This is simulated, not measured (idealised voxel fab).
Presented below is a process module, voxel ribs on slabs.
Pictured: cross-section cut, 170 nm wide, on a grid of 5 nm square cells.
In this document a cross-section is written as a grid of square cells. It is given as a series of bands, listed from the top down, and a band is one or more rows of cells.
The band entry comprises the height of the band's top followed by the height of its bottom, expressed in nm, and subsequently the band's materials from left to right, each stated together with its width in nm. Where a single material is marked with the word "full width", that material fills the band from edge to edge. The word "blank" represents empty space.
Height is counted from the level 0, under which the received wafer is composed throughout of one material. The lowest of the bands is not closed at the bottom but continues downward, in the notation "z 0 and below".
Graded width ("30->40"): value in top row of band = first number; value in bottom row = second number; row-to-row change constant.
It should be understood that the words "nothing got changed", when stated for a given step, signify that the cross-section underwent no change in any of its cells during that step.
Under "Fully enclosed voids" you'll find the enclosed gaps, the ones with no way out to the top, that are 8 cells or bigger; each reads width x height at distance, with distance counted from the left edge, everything in nm.
after a step's settings: what the simulator itself notes on the step
The setting "overlay nm" may be written on the line of a step. When the step uses a mask, the value reports how far to the right of the planned place the mask lay, and a negative value reports that it lay to the left.

Listed below are the process steps as planned
1 RECEIVE: material Si
2 DIRECTIONAL_DEP: material SiO2, thk nm 25
3 DIRECTIONAL_DEP: material SiN, thk nm 20
4 MASKED_ETCH: tone cover, mask id RIB, width nm 20, etch materials SiN, depth nm 15, overlay nm 0
5 PATTERN: tone cover, mask id SLAB, material resist, width nm 60, thk nm 15, overlay nm 0
6 DIRECTIONAL_ETCH: etch materials SiN, depth nm 5
7 STRIP: etch materials resist
8 FILL_DEP: material SiO2, thk nm 25
9 CMP: height nm 60
10 DIRECTIONAL_DEP: material TiN, thk nm 5
11 PATTERN: tone cover, mask id HEATER, material resist, width nm 30, thk nm 15, overlay nm 0
12 DIRECTIONAL_ETCH: etch materials TiN, depth nm 5
13 STRIP: etch materials resist
14 CONFORMAL_DEP: material SiN, thk nm 10

Wafer as received: cross-section following step 1
    z 0 and below | Si full width
    Fully enclosed voids: none

Module complete - cross-section of the first of two wafers, run according to plan
    z 75 to 70 | blank=60; SiN=50; blank=60
    z 70 to 65 | SiN full width
    z 65 to 60 | SiN=70; TiN=30; SiN=70
    z 60 to 45 | SiO2 full width
    z 45 to 30 | SiO2=75; SiN=20; SiO2=75
    z 30 to 25 | SiO2=55; SiN=60; SiO2=55
    z 25 to 0 | SiO2 full width
    z 0 and below | Si full width
    Fully enclosed voids: none

Wafer two (of two), end-of-module cross-section: start = wafer one, plan = wafer one, one run mistake
    z 75 to 70 | blank=60; SiN=50; blank=60
    z 70 to 65 | SiN full width
    z 65 to 60 | SiN=70; TiN=30; SiN=70
    z 60 to 40 | SiO2 full width
    z 40 to 30 | SiO2=75; SiN=20; SiO2=75
    z 30 to 25 | SiN=55; SiO2=20; SiN=20; SiO2=20; SiN=55
    z 25 to 0 | SiO2 full width
    z 0 and below | Si full width
    Fully enclosed voids: none
Here's what went sideways: step 5 did not happen as planned, as run it was PATTERN: tone open, mask id SLAB, material resist, width nm 60, thk nm 15, overlay nm 0
The final cell counts differ between the wafers, with the second having more or fewer of some materials than the first: SiN +10; SiO2 -10
